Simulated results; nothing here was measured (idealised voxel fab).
process module | voxel self aligned contacts
cross-section cut | 210 nm wide | cells 5 nm
A cross-section is a grid of square cells, given in bands from the top down. A band is one or more rows of cells.
Each band's line starts with the height of the band's top and of its bottom, in nm. Then come its materials from left to right, each with its width in nm. One material with "throughout" fills the band from edge to edge. "air" is empty space.
Height 0 is the level under which the wafer as received is all one material. The lowest band goes on downwards, as in "0 down".
A width such as "30 to 40" changes by the same amount from each row of cells to the next, from the band's top row to its bottom row.
"no change" after a step means that no cell of the cross-section changed.
closed voids: empty space of 8 cells or more with no open way to the top, each as width x height at its distance from the left edge, in nm
after a step's settings: what the simulator itself notes on the step
overlay nm, on a step with a mask: how far to the right of its planned place the mask lay; to the left if negative
plan
1 op RECEIVE | material Si
2 op OXIDIZE | depth nm 5
3 op DIRECTIONAL_DEP | material polySi | thk nm 30
4 op DIRECTIONAL_DEP | material SiN | thk nm 20
5 op PATTERN | tone cover | mask id GATE | material resist | width nm 30 | pitch nm 65 | thk nm 20 | overlay nm 0
6 op DIRECTIONAL_ETCH | etch materials SiN | depth nm 20
7 op DIRECTIONAL_ETCH | etch materials polySi | depth nm 30
8 op STRIP | etch materials resist
9 op CONFORMAL_DEP | material SiN | thk nm 10
10 op DIRECTIONAL_ETCH | etch materials SiN | depth nm 10
11 op FILL_DEP | material SiO2 | thk nm 15
12 op CMP | height nm 55
13 op PATTERN | tone open | mask id CONTACT | material resist | width nm 45 | pitch nm 65 | thk nm 15 | overlay nm 0
14 op DIRECTIONAL_ETCH | etch materials SiO2 | depth nm 60
15 op STRIP | etch materials resist
16 op CONFORMAL_DEP | material TiN | thk nm 5
17 op FILL_DEP | material W | thk nm 5
18 op CMP | height nm 55
19 op CONFORMAL_DEP | material SiCN | thk nm 5
as received, after step 1
  0 down: Si throughout
  closed voids: none
first wafer at the end, as planned
  60 to 55: SiCN throughout
  55 to 50: SiO2 50 | TiN 20 | W 5 | TiN 20 | SiO2 20 | TiN 20 | W 5 | TiN 20 | SiO2 50
  50 to 30: SiO2 15 | SiN 50 | TiN 5 | W 5 | TiN 5 | SiN 50 | TiN 5 | W 5 | TiN 5 | SiN 50 | SiO2 15
  30 to 0: SiO2 15 | SiN 10 | polySi 30 | SiN 10 | TiN 5 | W 5 | TiN 5 | SiN 10 | polySi 30 | SiN 10 | TiN 5 | W 5 | TiN 5 | SiN 10 | polySi 30 | SiN 10 | SiO2 15
  0 to -5: SiO2 65 | TiN 15 | SiO2 50 | TiN 15 | SiO2 65
  -5 down: Si throughout
  closed voids: none
second wafer at the end: like start, like plan, one mistake
  60 to 55: SiCN throughout
  55 to 45: SiO2 50 | TiN 5 | W 35 | TiN 5 | SiO2 20 | TiN 5 | W 35 | TiN 5 | SiO2 50
  45 to 40: SiO2 50 | TiN 10 | W 25 | TiN 10 | SiO2 20 | TiN 10 | W 25 | TiN 10 | SiO2 50
  40 to 30: SiO2 25 | SiN 30 | TiN 5 | W 25 | TiN 5 | SiN 30 | TiN 5 | W 25 | TiN 5 | SiN 30 | SiO2 25
  30 to 0: SiO2 25 | polySi 30 | TiN 5 | W 25 | TiN 5 | polySi 30 | TiN 5 | W 25 | TiN 5 | polySi 30 | SiO2 25
  0 to -5: SiO2 55 | TiN 35 | SiO2 30 | TiN 35 | SiO2 55
  -5 down: Si throughout
  closed voids: none
what went wrong: step 9 was left out
at the end the second wafer has, in cells: 156 fewer of SiN | 60 more of SiO2 | 96 more of W
